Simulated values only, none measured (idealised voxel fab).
Process module, titled voxel self aligned vias
Cross-section cut spans 225 nm and uses square cells 5 nm in size.
Notation: cross-section as square-cell grid; stated in bands, top first, going down; one or more cell rows per band.
The entry gives the band's vertical extent as a top height and a bottom height in nm, then its horizontal make-up as materials from left to right, each with a width in nm. "air" stands for empty space; a single material marked "everywhere" fills the band edge to edge.
Heights are measured from 0, the level below which the as-received wafer is all one material; the lowest band has no bottom and continues downward, written as in "top 0, no bottom".
The expression "30 to 40" gives the width at the extremes of the band, the first number at its top row of cells and the second at its bottom row, with the width changing by equal amounts from each row to the next in between.
Where the words "left unchanged" appear for a step, the cross-section shows no cell changed by that step; every cell remained as before.
Empty spaces counting at least 8 cells and having no open way to the top are listed in "Closed void register". The notation width x height at distance is used for each, the distance being from the left edge and all three values in nm.
Heads up: the bit after the settings on a step's line is the simulator's remark on that step.
The line of a step may include "overlay nm". On a step with a mask, this value is how far to the right of its planned place the mask lay. A negative value means the mask lay to the left.
Process steps - plan:
1: op RECEIVE | material Si
2: op CONFORMAL_DEP | material SiO2 | thk nm 10
3: op CONFORMAL_DEP | material SiCN | thk nm 5
4: op DIRECTIONAL_DEP | material lowk | thk nm 20
5: op PATTERN | tone open | mask id LINES | material resist | width nm 20 | pitch nm 60 | thk nm 15 | overlay nm 0
6: op DIRECTIONAL_ETCH | etch materials lowk | depth nm 20
7: op STRIP | etch materials resist
8: op CONFORMAL_DEP | material TiN | thk nm 5
9: op FILL_DEP | material W | thk nm 5
10: op CMP | height nm 35
11: op SELECTIVE_ETCH | etch materials W Ru TiN | depth nm 5
12: op FILL_DEP | material SiN | thk nm 10
13: op CMP | height nm 35
14: op DIRECTIONAL_DEP | material lowk | thk nm 15
15: op DIRECTIONAL_DEP | material aC | thk nm 15
16: op PATTERN | tone open | mask id VIAS | material resist | width nm 40 | pitch nm 60 | thk nm 30 | overlay nm 0
17: op DIRECTIONAL_ETCH | etch materials aC | depth nm 15
18: op STRIP | etch materials resist
19: op DIRECTIONAL_ETCH | etch materials lowk | depth nm 15
20: op DIRECTIONAL_ETCH | etch materials SiN | depth nm 5
21: op STRIP | etch materials aC
22: op CONFORMAL_DEP | material TiN | thk nm 5
23: op FILL_DEP | material Cu | thk nm 5
24: op CMP | height nm 50
25: op CONFORMAL_DEP | material SiN | thk nm 5
First of two wafers: run as planned:
Cross-section of the wafer at receipt, which is the condition after step 1:
> top 0, no bottom = Si everywhere
> Closed void register: none
Cross-section through the wafer, step 2 finished:
> top 10, bottom 0 = SiO2 everywhere
> Beneath the level 0, the cross-section is identical to its previous state.
Cross-section through the wafer, step 3 finished:
> top 15, bottom 10 = SiCN everywhere
> Beneath the level 10, the cross-section is identical to its previous state.
Cross-section through the wafer, step 4 finished:
> top 35, bottom 15 = lowk everywhere
> Beneath the level 15, the cross-section is identical to its previous state.
Cross-section through the wafer, step 5 finished:
> top 50, bottom 35 = 70 nm resist, then 20 nm air, then 40 nm resist, then 20 nm air, then 75 nm resist
> Beneath the level 35, the cross-section is identical to its previous state.
Cross-section through the wafer, step 6 finished:
> top 50, bottom 35 = 70 nm resist, then 20 nm air, then 40 nm resist, then 20 nm air, then 75 nm resist
> top 35, bottom 15 = 70 nm lowk, then 20 nm air, then 40 nm lowk, then 20 nm air, then 75 nm lowk
> Beneath the level 15, the cross-section is identical to its previous state.
Cross-section through the wafer, step 7 finished:
> top 35, bottom 15 = 70 nm lowk, then 20 nm air, then 40 nm lowk, then 20 nm air, then 75 nm lowk
> Beneath the level 15, the cross-section is identical to its previous state.
Cross-section through the wafer, step 8 finished:
> top 40, bottom 35 = 75 nm TiN, then 10 nm air, then 50 nm TiN, then 10 nm air, then 80 nm TiN
> top 35, bottom 20 = 70 nm lowk, then 5 nm TiN, then 10 nm air, then 5 nm TiN, then 40 nm lowk, then 5 nm TiN, then 10 nm air, then 5 nm TiN, then 75 nm lowk
> top 20, bottom 15 = 70 nm lowk, then 20 nm TiN, then 40 nm lowk, then 20 nm TiN, then 75 nm lowk
> Beneath the level 15, the cross-section is identical to its previous state.
Cross-section through the wafer, step 9 finished:
> top 45, bottom 40 = W everywhere
> top 40, bottom 35 = 75 nm TiN, then 10 nm W, then 50 nm TiN, then 10 nm W, then 80 nm TiN
> top 35, bottom 20 = 70 nm lowk, then 5 nm TiN, then 10 nm W, then 5 nm TiN, then 40 nm lowk, then 5 nm TiN, then 10 nm W, then 5 nm TiN, then 75 nm lowk
> Beneath the level 20, the cross-section is identical to its previous state.
Cross-section through the wafer, step 10 finished:
> top 35, bottom 20 = 70 nm lowk, then 5 nm TiN, then 10 nm W, then 5 nm TiN, then 40 nm lowk, then 5 nm TiN, then 10 nm W, then 5 nm TiN, then 75 nm lowk
> Beneath the level 20, the cross-section is identical to its previous state.
Cross-section through the wafer, step 11 finished:
> top 35, bottom 30 = 70 nm lowk, then 20 nm air, then 40 nm lowk, then 20 nm air, then 75 nm lowk
> Beneath the level 30, the cross-section is identical to its previous state.
Cross-section through the wafer, step 12 finished:
> top 45, bottom 35 = SiN everywhere
> top 35, bottom 30 = 70 nm lowk, then 20 nm SiN, then 40 nm lowk, then 20 nm SiN, then 75 nm lowk
> Beneath the level 30, the cross-section is identical to its previous state.
Cross-section through the wafer, step 13 finished:
> top 35, bottom 30 = 70 nm lowk, then 20 nm SiN, then 40 nm lowk, then 20 nm SiN, then 75 nm lowk
> Beneath the level 30, the cross-section is identical to its previous state.
Cross-section through the wafer, step 14 finished:
> top 50, bottom 35 = lowk everywhere
> Beneath the level 35, the cross-section is identical to its previous state.
Cross-section through the wafer, step 15 finished:
> top 65, bottom 50 = aC everywhere
> Beneath the level 50, the cross-section is identical to its previous state.
Cross-section through the wafer, step 16 finished:
> top 95, bottom 65 = 60 nm resist, then 40 nm air, then 20 nm resist, then 40 nm air, then 65 nm resist
> Beneath the level 65, the cross-section is identical to its previous state.
Cross-section through the wafer, step 17 finished:
> top 80, bottom 65 = 60 nm resist, then 40 nm air, then 20 nm resist, then 40 nm air, then 65 nm resist
> top 65, bottom 50 = 60 nm aC, then 40 nm air, then 20 nm aC, then 40 nm air, then 65 nm aC
> Beneath the level 50, the cross-section is identical to its previous state.
Cross-section through the wafer, step 18 finished:
> top 65, bottom 50 = 60 nm aC, then 40 nm air, then 20 nm aC, then 40 nm air, then 65 nm aC
> Beneath the level 50, the cross-section is identical to its previous state.
Cross-section through the wafer, step 19 finished:
> top 65, bottom 50 = 60 nm aC, then 40 nm air, then 20 nm aC, then 40 nm air, then 65 nm aC
> top 50, bottom 35 = 60 nm lowk, then 40 nm air, then 20 nm lowk, then 40 nm air, then 65 nm lowk
> Beneath the level 35, the cross-section is identical to its previous state.
Cross-section through the wafer, step 20 finished:
> top 65, bottom 50 = 60 nm aC, then 40 nm air, then 20 nm aC, then 40 nm air, then 65 nm aC
> top 50, bottom 35 = 60 nm lowk, then 40 nm air, then 20 nm lowk, then 40 nm air, then 65 nm lowk
> top 35, bottom 30 = 70 nm lowk, then 20 nm air, then 40 nm lowk, then 20 nm air, then 75 nm lowk
> Beneath the level 30, the cross-section is identical to its previous state.
Cross-section through the wafer, step 21 finished:
> top 50, bottom 35 = 60 nm lowk, then 40 nm air, then 20 nm lowk, then 40 nm air, then 65 nm lowk
> Beneath the level 35, the cross-section is identical to its previous state.
Cross-section through the wafer, step 22 finished:
> top 55, bottom 50 = 65 nm TiN, then 30 nm air, then 30 nm TiN, then 30 nm air, then 70 nm TiN
> top 50, bottom 40 = 60 nm lowk, then 5 nm TiN, then 30 nm air, then 5 nm TiN, then 20 nm lowk, then 5 nm TiN, then 30 nm air, then 5 nm TiN, then 65 nm lowk
> top 40, bottom 35 = 60 nm lowk, then 15 nm TiN, then 10 nm air, then 15 nm TiN, then 20 nm lowk, then 15 nm TiN, then 10 nm air, then 15 nm TiN, then 65 nm lowk
> top 35, bottom 30 = 70 nm lowk, then 20 nm TiN, then 40 nm lowk, then 20 nm TiN, then 75 nm lowk
> Beneath the level 30, the cross-section is identical to its previous state.
Cross-section through the wafer, step 23 finished:
> top 60, bottom 55 = Cu everywhere
> top 55, bottom 50 = 65 nm TiN, then 30 nm Cu, then 30 nm TiN, then 30 nm Cu, then 70 nm TiN
> top 50, bottom 40 = 60 nm lowk, then 5 nm TiN, then 30 nm Cu, then 5 nm TiN, then 20 nm lowk, then 5 nm TiN, then 30 nm Cu, then 5 nm TiN, then 65 nm lowk
> top 40, bottom 35 = 60 nm lowk, then 15 nm TiN, then 10 nm Cu, then 15 nm TiN, then 20 nm lowk, then 15 nm TiN, then 10 nm Cu, then 15 nm TiN, then 65 nm lowk
> Beneath the level 35, the cross-section is identical to its previous state.
Cross-section through the wafer, step 24 finished:
> top 50, bottom 40 = 60 nm lowk, then 5 nm TiN, then 30 nm Cu, then 5 nm TiN, then 20 nm lowk, then 5 nm TiN, then 30 nm Cu, then 5 nm TiN, then 65 nm lowk
> Beneath the level 40, the cross-section is identical to its previous state.
Cross-section through the wafer, step 25 finished:
> top 55, bottom 50 = SiN everywhere
> Beneath the level 50, the cross-section is identical to its previous state.
Notes, second wafer: start = first wafer's, plan = first wafer's, execution had one mistake; history identical to first through step 15:
Here is the second wafer in cross-section at the point where step 16 of the plan should have been done:
> top 95, bottom 65 = 55 nm resist, then 40 nm air, then 20 nm resist, then 40 nm air, then 70 nm resist
> Beneath the level 65, the cross-section is identical to its previous state.
Here is the second wafer in cross-section at the point where step 17 of the plan should have been done:
> top 80, bottom 65 = 55 nm resist, then 40 nm air, then 20 nm resist, then 40 nm air, then 70 nm resist
> top 65, bottom 50 = 55 nm aC, then 40 nm air, then 20 nm aC, then 40 nm air, then 70 nm aC
> Beneath the level 50, the cross-section is identical to its previous state.
Here is the second wafer in cross-section at the point where step 18 of the plan should have been done:
> top 65, bottom 50 = 55 nm aC, then 40 nm air, then 20 nm aC, then 40 nm air, then 70 nm aC
> Beneath the level 50, the cross-section is identical to its previous state.
Here is the second wafer in cross-section at the point where step 19 of the plan should have been done:
> top 65, bottom 50 = 55 nm aC, then 40 nm air, then 20 nm aC, then 40 nm air, then 70 nm aC
> top 50, bottom 35 = 55 nm lowk, then 40 nm air, then 20 nm lowk, then 40 nm air, then 70 nm lowk
> Beneath the level 35, the cross-section is identical to its previous state.
Here is the second wafer in cross-section at the point where step 20 of the plan should have been done:
> top 65, bottom 50 = 55 nm aC, then 40 nm air, then 20 nm aC, then 40 nm air, then 70 nm aC
> top 50, bottom 35 = 55 nm lowk, then 40 nm air, then 20 nm lowk, then 40 nm air, then 70 nm lowk
> top 35, bottom 30 = 70 nm lowk, then 20 nm air, then 40 nm lowk, then 20 nm air, then 75 nm lowk
> Beneath the level 30, the cross-section is identical to its previous state.
Here is the second wafer in cross-section at the point where step 21 of the plan should have been done:
> top 50, bottom 35 = 55 nm lowk, then 40 nm air, then 20 nm lowk, then 40 nm air, then 70 nm lowk
> Beneath the level 35, the cross-section is identical to its previous state.
Here is the second wafer in cross-section at the point where step 22 of the plan should have been done:
> top 55, bottom 50 = 60 nm TiN, then 30 nm air, then 30 nm TiN, then 30 nm air, then 75 nm TiN
> top 50, bottom 40 = 55 nm lowk, then 5 nm TiN, then 30 nm air, then 5 nm TiN, then 20 nm lowk, then 5 nm TiN, then 30 nm air, then 5 nm TiN, then 70 nm lowk
> top 40, bottom 35 = 55 nm lowk, then 20 nm TiN, then 10 nm air, then 10 nm TiN, then 20 nm lowk, then 20 nm TiN, then 10 nm air, then 10 nm TiN, then 70 nm lowk
> top 35, bottom 30 = 70 nm lowk, then 20 nm TiN, then 40 nm lowk, then 20 nm TiN, then 75 nm lowk
> Beneath the level 30, the cross-section is identical to its previous state.
Here is the second wafer in cross-section at the point where step 23 of the plan should have been done:
> top 60, bottom 55 = Cu everywhere
> top 55, bottom 50 = 60 nm TiN, then 30 nm Cu, then 30 nm TiN, then 30 nm Cu, then 75 nm TiN
> top 50, bottom 40 = 55 nm lowk, then 5 nm TiN, then 30 nm Cu, then 5 nm TiN, then 20 nm lowk, then 5 nm TiN, then 30 nm Cu, then 5 nm TiN, then 70 nm lowk
> top 40, bottom 35 = 55 nm lowk, then 20 nm TiN, then 10 nm Cu, then 10 nm TiN, then 20 nm lowk, then 20 nm TiN, then 10 nm Cu, then 10 nm TiN, then 70 nm lowk
> Beneath the level 35, the cross-section is identical to its previous state.
Here is the second wafer in cross-section at the point where step 24 of the plan should have been done:
> top 50, bottom 40 = 55 nm lowk, then 5 nm TiN, then 30 nm Cu, then 5 nm TiN, then 20 nm lowk, then 5 nm TiN, then 30 nm Cu, then 5 nm TiN, then 70 nm lowk
> Beneath the level 40, the cross-section is identical to its previous state.
Here is the second wafer in cross-section at the point where step 25 of the plan should have been done:
> top 55, bottom 50 = SiN everywhere
> Beneath the level 50, the cross-section is identical to its previous state.
Deviation from plan: step 16 was run on a setting that differed from the plan, and what really ran there is op PATTERN | tone open | mask id VIAS | material resist | width nm 40 | pitch nm 60 | thk nm 30 | overlay nm -5
Heads up: at the end the two wafers have identical cell counts per material, they're just laid out differently.
